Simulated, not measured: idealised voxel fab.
process module | voxel ribs on slabs
cross-section cut | 190 nm wide | cells 5 nm
A cross-section is a grid of square cells, given in bands from the top down. A band is one or more rows of cells.
Each band's line starts with the height of the band's top and of its bottom, in nm. Then come its materials from left to right, each with its width in nm. One material with "throughout" fills the band from edge to edge. "air" is empty space.
Height 0 is the level under which the wafer as received is all one material. The lowest band goes on downwards, as in "0 down".
A width such as "30 to 40" changes by the same amount from each row of cells to the next, from the band's top row to its bottom row.
"no change" after a step means that no cell of the cross-section changed.
closed voids: empty space of 8 cells or more with no open way to the top, each as width x height at its distance from the left edge, in nm
after a step's settings: what the simulator itself notes on the step
overlay nm, on a step with a mask: how far to the right of its planned place the mask lay; to the left if negative
plan
1 op RECEIVE | material Si
2 op DIRECTIONAL_DEP | material SiO2 | thk nm 30
3 op DIRECTIONAL_DEP | material SiN | thk nm 25
4 op MASKED_ETCH | tone cover | mask id RIB | width nm 20 | etch materials SiN | depth nm 20 | overlay nm 0
5 op PATTERN | tone cover | mask id SLAB | material resist | width nm 60 | thk nm 20 | overlay nm 0
6 op DIRECTIONAL_ETCH | etch materials SiN | depth nm 5
7 op STRIP | etch materials resist
8 op FILL_DEP | material SiO2 | thk nm 15
9 op CMP | height nm 65
10 op DIRECTIONAL_DEP | material TiN | thk nm 5
11 op DIRECTIONAL_DEP | material aC | thk nm 10
12 op PATTERN | tone cover | mask id HEATER | material resist | width nm 30 | thk nm 25 | overlay nm 0
13 op DIRECTIONAL_ETCH | etch materials aC | depth nm 10
14 op STRIP | etch materials resist
15 op DIRECTIONAL_ETCH | etch materials TiN | depth nm 5
16 op STRIP | etch materials aC
17 op CONFORMAL_DEP | material SiO2 | thk nm 5
as received, after step 1
  0 down: Si throughout
  closed voids: none
a wafer at the end: this start, this plan, one mistake
  75 to 70: air 75 | SiO2 40 | air 75
  70 to 65: SiO2 80 | TiN 30 | SiO2 80
  65 to 55: SiO2 throughout
  55 to 35: SiO2 85 | SiN 20 | SiO2 85
  35 to 30: SiO2 65 | SiN 65 | SiO2 60
  30 to 0: SiO2 throughout
  0 down: Si throughout
  closed voids: none
what went wrong: step 5 ran as: op PATTERN | tone cover | mask id SLAB | material resist | width nm 65 | thk nm 20 | overlay nm 0
